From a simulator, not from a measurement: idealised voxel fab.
The following is a process module called voxel self aligned vias.
Each square cell in cross-section cut measures 5 nm, and the section as a whole is 170 nm wide.
Cross-section, as written here: a square-cell grid given band by band from the top down, where a band holds one or more rows of cells. A band entry consists of two parts. The first gives the height of the band's top and the height of its bottom, in nm. The rest lists the band's materials from left to right, each with its width in nm. A single material labelled with the word "all across" fills the band from edge to edge, and the word "air" marks empty space. Note: height 0 marks the level under which the wafer is uniformly one material as received. Lowest band unbounded below, written "0 nm and below". Per-row width for "30..40": begins at first number (top row of band), ends at second number (bottom row), increment between rows held constant. When a step is marked "no alteration", none of the cells in the cross-section changed during that step. "Unvented voids" lists enclosed empty spaces (at least 8 cells, no open path upward to the top), each as width x height at distance from the left edge, in nm. On a step's line, text after the settings is the simulator commenting on that step. On any step carrying a mask, the "overlay nm" setting, if present on the step's line, tells how far right of its planned place the mask lay; negative values point to the left.
**Planned step list for the process**
1: RECEIVE [material Si]
2: CONFORMAL_DEP [material SiO2] [thk nm 15]
3: CONFORMAL_DEP [material SiCN] [thk nm 5]
4: DIRECTIONAL_DEP [material SiO2] [thk nm 30]
5: MASKED_ETCH [tone open] [mask id LINES] [width nm 30] [pitch nm 75] [etch materials SiO2] [depth nm 30] [overlay nm 0]
6: CONFORMAL_DEP [material TiN] [thk nm 5]
7: FILL_DEP [material W] [thk nm 5]
8: CMP [height nm 50]
9: SELECTIVE_ETCH [etch materials W Ru TiN] [depth nm 10]
10: FILL_DEP [material SiN] [thk nm 5]
11: CMP [height nm 50]
12: DIRECTIONAL_DEP [material SiO2] [thk nm 20]
13: PATTERN [tone open] [mask id VIAS] [material resist] [width nm 50] [pitch nm 75] [thk nm 20] [overlay nm 0]
14: DIRECTIONAL_ETCH [etch materials SiO2] [depth nm 20]
15: DIRECTIONAL_ETCH [etch materials SiN] [depth nm 10]
16: STRIP [etch materials resist]
17: CONFORMAL_DEP [material TiN] [thk nm 5]
18: FILL_DEP [material Cu] [thk nm 5]
19: CMP [height nm 70]
20: CONFORMAL_DEP [material SiCN] [thk nm 5]
**First of two wafers, with the run carried out as planned**
**This is the cross-section of the wafer as we received it, i.e. after step 1**
	0 nm and below  Si all across
	Unvented voids: none
**Take a look at the wafer's cross-section after step 2**
	15 nm to 0 nm  SiO2 all across
	Under 0: no change, same as before.
**Take a look at the wafer's cross-section after step 3**
	20 nm to 15 nm  SiCN all across
	Under 15: no change, same as before.
**Take a look at the wafer's cross-section after step 4**
	50 nm to 20 nm  SiO2 all across
	Under 20: no change, same as before.
**Take a look at the wafer's cross-section after step 5**
	50 nm to 20 nm  30 of SiO2 | 30 of air | 45 of SiO2 | 30 of air | 35 of SiO2
	Under 20: no change, same as before.
**Take a look at the wafer's cross-section after step 6**
	55 nm to 50 nm  35 of TiN | 20 of air | 55 of TiN | 20 of air | 40 of TiN
	50 nm to 25 nm  30 of SiO2 | 5 of TiN | 20 of air | 5 of TiN | 45 of SiO2 | 5 of TiN | 20 of air | 5 of TiN | 35 of SiO2
	25 nm to 20 nm  30 of SiO2 | 30 of TiN | 45 of SiO2 | 30 of TiN | 35 of SiO2
	Under 20: no change, same as before.
**Take a look at the wafer's cross-section after step 7**
	60 nm to 55 nm  W all across
	55 nm to 50 nm  35 of TiN | 20 of W | 55 of TiN | 20 of W | 40 of TiN
	50 nm to 25 nm  30 of SiO2 | 5 of TiN | 20 of W | 5 of TiN | 45 of SiO2 | 5 of TiN | 20 of W | 5 of TiN | 35 of SiO2
	Under 25: no change, same as before.
**Take a look at the wafer's cross-section after step 8**
	50 nm to 25 nm  30 of SiO2 | 5 of TiN | 20 of W | 5 of TiN | 45 of SiO2 | 5 of TiN | 20 of W | 5 of TiN | 35 of SiO2
	Under 25: no change, same as before.
**Take a look at the wafer's cross-section after step 9**
	50 nm to 40 nm  30 of SiO2 | 30 of air | 45 of SiO2 | 30 of air | 35 of SiO2
	Under 40: no change, same as before.
**Take a look at the wafer's cross-section after step 10**
	55 nm to 50 nm  SiN all across
	50 nm to 40 nm  30 of SiO2 | 30 of SiN | 45 of SiO2 | 30 of SiN | 35 of SiO2
	Under 40: no change, same as before.
**Take a look at the wafer's cross-section after step 11**
	50 nm to 40 nm  30 of SiO2 | 30 of SiN | 45 of SiO2 | 30 of SiN | 35 of SiO2
	Under 40: no change, same as before.
**Take a look at the wafer's cross-section after step 12**
	70 nm to 50 nm  SiO2 all across
	Under 50: no change, same as before.
**Take a look at the wafer's cross-section after step 13**
	90 nm to 70 nm  20 of resist | 50 of air | 25 of resist | 50 of air | 25 of resist
	Under 70: no change, same as before.
**Take a look at the wafer's cross-section after step 14**
	90 nm to 70 nm  20 of resist | 50 of air | 25 of resist | 50 of air | 25 of resist
	70 nm to 50 nm  20 of SiO2 | 50 of air | 25 of SiO2 | 50 of air | 25 of SiO2
	Under 50: no change, same as before.
**Take a look at the wafer's cross-section after step 15**
	90 nm to 70 nm  20 of resist | 50 of air | 25 of resist | 50 of air | 25 of resist
	70 nm to 50 nm  20 of SiO2 | 50 of air | 25 of SiO2 | 50 of air | 25 of SiO2
	50 nm to 40 nm  30 of SiO2 | 30 of air | 45 of SiO2 | 30 of air | 35 of SiO2
	Under 40: no change, same as before.
**Take a look at the wafer's cross-section after step 16**
	70 nm to 50 nm  20 of SiO2 | 50 of air | 25 of SiO2 | 50 of air | 25 of SiO2
	Under 50: no change, same as before.
**Take a look at the wafer's cross-section after step 17**
	75 nm to 70 nm  25 of TiN | 40 of air | 35 of TiN | 40 of air | 30 of TiN
	70 nm to 55 nm  20 of SiO2 | 5 of TiN | 40 of air | 5 of TiN | 25 of SiO2 | 5 of TiN | 40 of air | 5 of TiN | 25 of SiO2
	55 nm to 45 nm  20..30 of SiO2 | 15..5 of TiN | 20 of air | 15..5 of TiN | 25..45 of SiO2 | 15..5 of TiN | 20 of air | 15..5 of TiN | 25..35 of SiO2
	45 nm to 40 nm  30 of SiO2 | 30 of TiN | 45 of SiO2 | 30 of TiN | 35 of SiO2
	Under 40: no change, same as before.
**Take a look at the wafer's cross-section after step 18**
	80 nm to 75 nm  Cu all across
	75 nm to 70 nm  25 of TiN | 40 of Cu | 35 of TiN | 40 of Cu | 30 of TiN
	70 nm to 55 nm  20 of SiO2 | 5 of TiN | 40 of Cu | 5 of TiN | 25 of SiO2 | 5 of TiN | 40 of Cu | 5 of TiN | 25 of SiO2
	55 nm to 45 nm  20..30 of SiO2 | 15..5 of TiN | 20 of Cu | 15..5 of TiN | 25..45 of SiO2 | 15..5 of TiN | 20 of Cu | 15..5 of TiN | 25..35 of SiO2
	Under 45: no change, same as before.
**Take a look at the wafer's cross-section after step 19**
	70 nm to 55 nm  20 of SiO2 | 5 of TiN | 40 of Cu | 5 of TiN | 25 of SiO2 | 5 of TiN | 40 of Cu | 5 of TiN | 25 of SiO2
	Under 55: no change, same as before.
**Take a look at the wafer's cross-section after step 20**
	75 nm to 70 nm  SiCN all across
	Under 70: no change, same as before.
**Notes, second wafer: start = first wafer's, plan = first wafer's, execution had one mistake; history identical to first through step 12**
**Look at the second wafer in cross-section at the time step 13 ought to have finished**
	90 nm to 70 nm  20 of resist | 55 of air | 20 of resist | 55 of air | 20 of resist
	Under 70: no change, same as before.
**Look at the second wafer in cross-section at the time step 14 ought to have finished**
	90 nm to 70 nm  20 of resist | 55 of air | 20 of resist | 55 of air | 20 of resist
	70 nm to 50 nm  20 of SiO2 | 55 of air | 20 of SiO2 | 55 of air | 20 of SiO2
	Under 50: no change, same as before.
**Look at the second wafer in cross-section at the time step 15 ought to have finished**
	90 nm to 70 nm  20 of resist | 55 of air | 20 of resist | 55 of air | 20 of resist
	70 nm to 50 nm  20 of SiO2 | 55 of air | 20 of SiO2 | 55 of air | 20 of SiO2
	50 nm to 40 nm  30 of SiO2 | 30 of air | 45 of SiO2 | 30 of air | 35 of SiO2
	Under 40: no change, same as before.
**Look at the second wafer in cross-section at the time step 16 ought to have finished**
	70 nm to 50 nm  20 of SiO2 | 55 of air | 20 of SiO2 | 55 of air | 20 of SiO2
	Under 50: no change, same as before.
**Look at the second wafer in cross-section at the time step 17 ought to have finished**
	75 nm to 70 nm  25 of TiN | 45 of air | 30 of TiN | 45 of air | 25 of TiN
	70 nm to 55 nm  20 of SiO2 | 5 of TiN | 45 of air | 5 of TiN | 20 of SiO2 | 5 of TiN | 45 of air | 5 of TiN | 20 of SiO2
	55 nm to 45 nm  20..30 of SiO2 | 15..5 of TiN | 20 of air | 20..5 of TiN | 20..45 of SiO2 | 15..5 of TiN | 20 of air | 20..5 of TiN | 20..35 of SiO2
	45 nm to 40 nm  30 of SiO2 | 30 of TiN | 45 of SiO2 | 30 of TiN | 35 of SiO2
	Under 40: no change, same as before.
**Look at the second wafer in cross-section at the time step 18 ought to have finished**
	80 nm to 75 nm  Cu all across
	75 nm to 70 nm  25 of TiN | 45 of Cu | 30 of TiN | 45 of Cu | 25 of TiN
	70 nm to 55 nm  20 of SiO2 | 5 of TiN | 45 of Cu | 5 of TiN | 20 of SiO2 | 5 of TiN | 45 of Cu | 5 of TiN | 20 of SiO2
	55 nm to 45 nm  20..30 of SiO2 | 15..5 of TiN | 20 of Cu | 20..5 of TiN | 20..45 of SiO2 | 15..5 of TiN | 20 of Cu | 20..5 of TiN | 20..35 of SiO2
	Under 45: no change, same as before.
**Look at the second wafer in cross-section at the time step 19 ought to have finished**
	70 nm to 55 nm  20 of SiO2 | 5 of TiN | 45 of Cu | 5 of TiN | 20 of SiO2 | 5 of TiN | 45 of Cu | 5 of TiN | 20 of SiO2
	Under 55: no change, same as before.
**Look at the second wafer in cross-section at the time step 20 ought to have finished**
	75 nm to 70 nm  SiCN all across
	Under 70: no change, same as before.
So what did we get wrong on this run? the process deviated at step 13: the operation and settings actually run there were PATTERN [tone open] [mask id VIAS] [material resist] [width nm 55] [pitch nm 75] [thk nm 20] [overlay nm 0]
FYI, end of process, the second wafer has more or fewer cells of some materials than the first: Cu: 6 more, SiO2: 8 fewer, TiN: 2 more
